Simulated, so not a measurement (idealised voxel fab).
Process module in this document: voxel tone inversion
The figure presents cross-section cut, which has a width of 285 nm and is divided into square cells with an edge length of 5 nm.
Heads up, the way a cross-section reads in here is a grid of square cells, handed over as bands from the top down, with every band being one or more rows of cells.
Band entry format. Leading values: height of top, height of bottom, nm. Remainder: materials in left-to-right order, each with its width in nm. Special words: "throughout" on a single material, which then fills the band edge to edge; "blank", empty space.
Convention: height 0 is the level below which the wafer, as received, is all one material. The lowest band does not terminate at the bottom but continues downward, represented as "from 0 down".
The expression "30..40" gives the width at the extremes of the band, the first number at its top row of cells and the second at its bottom row, with the width changing by equal amounts from each row to the next in between.
For the purposes of this document, the phrase "remained unchanged" attached to a step denotes that no cell within the cross-section was modified by that step.
Look at "Enclosed cavities" for the closed voids: empty spaces with no open path to the top, sized 8 cells or up. Each is width x height at distance, distance from the left edge, all nm.
What comes after the settings on a step's line is commentary from the simulator itself on that step.
On any step carrying a mask, the "overlay nm" setting, if present on the step's line, tells how far right of its planned place the mask lay; negative values point to the left.
**Set out below are the planned steps of the process**
1 RECEIVE: material Si
2 CONFORMAL_DEP: material SiCN, thk nm 5
3 DIRECTIONAL_DEP: material aC, thk nm 20
4 PATTERN: tone cover, mask id POSTS, material resist, width nm 25, pitch nm 50, thk nm 30, overlay nm 0
5 DIRECTIONAL_ETCH: etch materials aC, depth nm 20
6 STRIP: etch materials resist
7 FILL_DEP: material lowk, thk nm 10
8 CMP: height nm 25
9 STRIP: etch materials aC
10 CONFORMAL_DEP: material TiN, thk nm 5
11 FILL_DEP: material Ru, thk nm 10
12 CMP: height nm 25
13 CONFORMAL_DEP: material SiCN, thk nm 5
**Wafer at receipt (post step 1), cross-section**
    from 0 down | Si throughout
    Enclosed cavities: none
**Look at the cross-section after the module: the wafer started out the way shown above and the plan was the one shown above, yet one mistake was made along the way**
    from 30 to 20 | SiCN throughout
    from 20 to 0 | aC throughout
    from 0 down | Si throughout
    Enclosed cavities: none
Short version of what went wrong: so 2 and 3 got swapped relative to the plan, each ran where the other was supposed to
